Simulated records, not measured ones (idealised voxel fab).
Documented hereafter: the process module known as voxel transistor to metal.
Cross-section cut spans 285 nm and uses square cells 5 nm in size.
In this document a cross-section is written as a grid of square cells. It is given as a series of bands, listed from the top down, and a band is one or more rows of cells.
For a band, the entry starts with two heights in nm, that of the top and then that of the bottom, and carries on with the band's materials in order from left to right, each alongside its width in nm; the word "edge to edge" beside a single material means it fills the band edge to edge, and "air" means empty space.
Convention: height 0 is the level below which the wafer, as received, is all one material. The lowest band does not terminate at the bottom but continues downward, represented as "z 0 and below".
A two-number width, for instance "30 to 40", indicates that the width is equal to the first number in the top row of the band and to the second number in the bottom row, and that it changes by a constant amount per row of cells.
Key: "same as before" - step with no changed cell in the cross-section.
"closed voids" contains a list of empty spaces, each no smaller than 8 cells and without an open way to the top, written in the form width x height at distance with the distance from the left edge and all three in nm.
Text after the settings on a step's line: the simulator's own remark on that step.
For masked steps, "overlay nm" on the step line gives how far right of plan the mask actually lay; a minus sign means it lay to the left.
PROCESS STEPS (PLANNED)
1,RECEIVE, material Si
2,CONFORMAL_DEP, material SiO2, thk nm 5
3,CONFORMAL_DEP, material SiN, thk nm 10
4,DIRECTIONAL_DEP, material aC, thk nm 10
5,PATTERN, tone cover, mask id ACTIVE, material resist, width nm 90, pitch nm 115, thk nm 25, overlay nm 0
6,DIRECTIONAL_ETCH, etch materials aC, depth nm 10
7,STRIP, etch materials resist
8,DIRECTIONAL_ETCH, etch materials SiN, depth nm 10
9,DIRECTIONAL_ETCH, etch materials SiO2, depth nm 5
10,DIRECTIONAL_ETCH, etch materials Si, depth nm 25
11,STRIP, etch materials aC
12,FILL_DEP, material SiO2, thk nm 10
13,CMP, height nm 15
14,SELECTIVE_ETCH, etch materials SiO2, depth nm 10
15,STRIP, etch materials SiN
16,SELECTIVE_ETCH, etch materials SiO2, depth nm 5
17,OXIDIZE, depth nm 5
18,DIRECTIONAL_DEP, material polySi, thk nm 30
19,DIRECTIONAL_DEP, material SiCN, thk nm 15
20,PATTERN, tone cover, mask id GATE, material resist, width nm 20, pitch nm 115, thk nm 20, overlay nm 0
21,DIRECTIONAL_ETCH, etch materials SiCN, depth nm 25
22,DIRECTIONAL_ETCH, etch materials polySi, depth nm 40
23,STRIP, etch materials resist
24,CONFORMAL_DEP, material SiO2, thk nm 5
25,DIRECTIONAL_ETCH, etch materials SiO2, depth nm 5
26,CONFORMAL_DEP, material SiN, thk nm 5
27,DIRECTIONAL_ETCH, etch materials SiN, depth nm 5
28,DIRECTIONAL_ETCH, etch materials SiO2, depth nm 5
29,DIRECTIONAL_ETCH, etch materials Si, depth nm 10
30,EPI, material SiGe, thk nm 15
31,FILL_DEP, material SiO2, thk nm 5
32,CMP, height nm 45
33,DIRECTIONAL_DEP, material SiO2, thk nm 15
34,PATTERN, tone open, mask id CONTACT, material resist, width nm 15, thk nm 20, overlay nm 0
35,DIRECTIONAL_ETCH, etch materials SiO2, depth nm 60
36,STRIP, etch materials resist
37,CONFORMAL_DEP, material TiN, thk nm 5
38,FILL_DEP, material Ru, thk nm 10
39,CMP, height nm 60
40,CONFORMAL_DEP, material SiCN, thk nm 5
41,DIRECTIONAL_DEP, material lowk, thk nm 15
42,PATTERN, tone open, mask id METAL_1, material resist, width nm 15, thk nm 15, overlay nm 0
43,DIRECTIONAL_ETCH, etch materials lowk, depth nm 15
44,DIRECTIONAL_ETCH, etch materials SiCN, depth nm 5
45,STRIP, etch materials resist
46,CONFORMAL_DEP, material TiN, thk nm 5
47,FILL_DEP, material W, thk nm 5
48,CMP, height nm 80
49,CONFORMAL_DEP, material SiCN, thk nm 5
50,DIRECTIONAL_DEP, material lowk, thk nm 30
51,DIRECTIONAL_DEP, material aC, thk nm 15
52,PATTERN, tone open, mask id METAL_2, material resist, width nm 15, pitch nm 115, thk nm 30, overlay nm 0
53,DIRECTIONAL_ETCH, etch materials aC, depth nm 15
54,STRIP, etch materials resist
55,DIRECTIONAL_ETCH, etch materials lowk, depth nm 20
56,STRIP, etch materials aC
57,PATTERN, tone open, mask id METAL_2_HOLES, material resist, width nm 15, pitch nm 115, thk nm 20, overlay nm 0
58,DIRECTIONAL_ETCH, etch materials lowk, depth nm 10
59,DIRECTIONAL_ETCH, etch materials SiCN, depth nm 5
60,STRIP, etch materials resist
61,CONFORMAL_DEP, material TiN, thk nm 5
62,FILL_DEP, material Cu, thk nm 5
63,CMP, height nm 115
64,CONFORMAL_DEP, material SiN, thk nm 5
AS RECEIVED (POST STEP 1): CROSS-SECTION
- z 0 and below = Si edge to edge
- closed voids: none
THE FIRST OF TWO WAFERS, CROSS-SECTIONED AT THE END OF THE MODULE, WITH THE RUN PROCEEDING AS PLANNED
- z 120 to 115 = SiN edge to edge
- z 115 to 85 = lowk=45, then TiN=5, then Cu=5, then TiN=5, then lowk=100, then TiN=5, then Cu=5, then TiN=5, then lowk=110
- z 85 to 80 = SiCN=45, then TiN=15, then SiCN=100, then TiN=15, then SiCN=110
- z 80 to 65 = lowk=45, then TiN=5, then W=5, then TiN=5, then lowk=50, then TiN=5, then W=5, then TiN=5, then lowk=35, then TiN=5, then W=5, then TiN=5, then lowk=50, then TiN=5, then W=5, then TiN=5, then lowk=45
- z 65 to 60 = SiCN=45, then TiN=15, then SiCN=50, then TiN=15, then SiCN=35, then TiN=15, then SiCN=50, then TiN=15, then SiCN=45
- z 60 to 45 = SiO2=45, then TiN=5, then Ru=5, then TiN=5, then SiO2=50, then TiN=5, then Ru=5, then TiN=5, then SiO2=35, then TiN=5, then Ru=5, then TiN=5, then SiO2=50, then TiN=5, then Ru=5, then TiN=5, then SiO2=45
- z 45 to 30 = SiO2=45, then TiN=5, then Ru=5, then TiN=5, then SiO2=5, then SiN=5, then SiO2=5, then SiCN=20, then SiO2=5, then SiN=5, then SiO2=5, then TiN=5, then Ru=5, then TiN=5, then SiO2=35, then TiN=5, then Ru=5, then TiN=5, then SiO2=5, then SiN=5, then SiO2=5, then SiCN=20, then SiO2=5, then SiN=5, then SiO2=5, then TiN=5, then Ru=5, then TiN=5, then SiO2=45
- z 30 to 15 = SiO2=45, then TiN=5, then Ru=5, then TiN=5, then SiO2=5, then SiN=5, then SiO2=5, then polySi=20, then SiO2=5, then SiN=5, then SiO2=5, then TiN=5, then Ru=5, then TiN=5, then SiO2=35, then TiN=5, then Ru=5, then TiN=5, then SiO2=5, then SiN=5, then SiO2=5, then polySi=20, then SiO2=5, then SiN=5, then SiO2=5, then TiN=5, then Ru=5, then TiN=5, then SiO2=45
- z 15 to 10 = SiO2=45, then TiN=15, then SiO2=5, then SiN=5, then SiO2=5, then polySi=20, then SiO2=5, then SiN=5, then SiO2=5, then TiN=15, then SiO2=35, then TiN=15, then SiO2=5, then SiN=5, then SiO2=5, then polySi=20, then SiO2=5, then SiN=5, then SiO2=5, then TiN=15, then SiO2=45
- z 10 to 0 = SiO2=45, then TiN=5, then SiGe=15, then SiN=5, then SiO2=5, then polySi=20, then SiO2=5, then SiN=5, then SiGe=15, then TiN=5, then SiO2=35, then TiN=5, then SiGe=15, then SiN=5, then SiO2=5, then polySi=20, then SiO2=5, then SiN=5, then SiGe=15, then TiN=5, then SiO2=45
- z 0 to -5 = SiO2=35, then SiGe=30, then SiO2=40, then SiGe=30, then SiO2=15, then SiGe=30, then SiO2=40, then SiGe=30, then SiO2=35
- z -5 to -15 = SiO2=40, then SiGe=25, then Si=40, then SiGe=25, then SiO2=25, then SiGe=25, then Si=40, then SiGe=25, then SiO2=40
- z -15 to -25 = SiO2=40, then Si=90, then SiO2=25, then Si=90, then SiO2=40
- z -25 and below = Si edge to edge
- closed voids: none
MODULE END: CROSS-SECTION OF WAFER TWO OF TWO. SAME START AND PROCESS PLAN AS THE FIRST WAFER. ONE MISTAKE DURING EXECUTION
- z 120 to 115 = SiN edge to edge
- z 115 to 110 = Cu edge to edge
- z 110 to 105 = TiN=50, then Cu=5, then TiN=110, then Cu=5, then TiN=115
- z 105 to 100 = lowk=45, then TiN=5, then Cu=5, then TiN=5, then lowk=100, then TiN=5, then Cu=5, then TiN=5, then lowk=110
- z 100 to 95 = lowk=45, then TiN=15, then lowk=100, then TiN=15, then lowk=110
- z 95 to 85 = lowk edge to edge
- z 85 to 80 = SiCN edge to edge
- z 80 to 65 = lowk=45, then TiN=5, then W=5, then TiN=5, then lowk=50, then TiN=5, then W=5, then TiN=5, then lowk=35, then TiN=5, then W=5, then TiN=5, then lowk=50, then TiN=5, then W=5, then TiN=5, then lowk=45
- z 65 to 60 = SiCN=45, then TiN=15, then SiCN=50, then TiN=15, then SiCN=35, then TiN=15, then SiCN=50, then TiN=15, then SiCN=45
- z 60 to 45 = SiO2=45, then TiN=5, then Ru=5, then TiN=5, then SiO2=50, then TiN=5, then Ru=5, then TiN=5, then SiO2=35, then TiN=5, then Ru=5, then TiN=5, then SiO2=50, then TiN=5, then Ru=5, then TiN=5, then SiO2=45
- z 45 to 30 = SiO2=45, then TiN=5, then Ru=5, then TiN=5, then SiO2=5, then SiN=5, then SiO2=5, then SiCN=20, then SiO2=5, then SiN=5, then SiO2=5, then TiN=5, then Ru=5, then TiN=5, then SiO2=35, then TiN=5, then Ru=5, then TiN=5, then SiO2=5, then SiN=5, then SiO2=5, then SiCN=20, then SiO2=5, then SiN=5, then SiO2=5, then TiN=5, then Ru=5, then TiN=5, then SiO2=45
- z 30 to 15 = SiO2=45, then TiN=5, then Ru=5, then TiN=5, then SiO2=5, then SiN=5, then SiO2=5, then polySi=20, then SiO2=5, then SiN=5, then SiO2=5, then TiN=5, then Ru=5, then TiN=5, then SiO2=35, then TiN=5, then Ru=5, then TiN=5, then SiO2=5, then SiN=5, then SiO2=5, then polySi=20, then SiO2=5, then SiN=5, then SiO2=5, then TiN=5, then Ru=5, then TiN=5, then SiO2=45
- z 15 to 10 = SiO2=45, then TiN=15, then SiO2=5, then SiN=5, then SiO2=5, then polySi=20, then SiO2=5, then SiN=5, then SiO2=5, then TiN=15, then SiO2=35, then TiN=15, then SiO2=5, then SiN=5, then SiO2=5, then polySi=20, then SiO2=5, then SiN=5, then SiO2=5, then TiN=15, then SiO2=45
- z 10 to 0 = SiO2=45, then TiN=5, then SiGe=15, then SiN=5, then SiO2=5, then polySi=20, then SiO2=5, then SiN=5, then SiGe=15, then TiN=5, then SiO2=35, then TiN=5, then SiGe=15, then SiN=5, then SiO2=5, then polySi=20, then SiO2=5, then SiN=5, then SiGe=15, then TiN=5, then SiO2=45
- z 0 to -5 = SiO2=35, then SiGe=30, then SiO2=40, then SiGe=30, then SiO2=15, then SiGe=30, then SiO2=40, then SiGe=30, then SiO2=35
- z -5 to -15 = SiO2=40, then SiGe=25, then Si=40, then SiGe=25, then SiO2=25, then SiGe=25, then Si=40, then SiGe=25, then SiO2=40
- z -15 to -25 = SiO2=40, then Si=90, then SiO2=25, then Si=90, then SiO2=40
- z -25 and below = Si edge to edge
- closed voids: none
It is concluded that the wafer was processed incorrectly with respect to the plan, in that contrary to plan, step 57 was performed as PATTERN, tone cover, mask id METAL_2_HOLES, material resist, width nm 15, pitch nm 115, thk nm 20, overlay nm 0
The closing comparison, in cells, has the second wafer with more or fewer of some materials than the first: Cu: 49 more | SiCN: 6 more | TiN: 35 more | lowk: 90 fewer
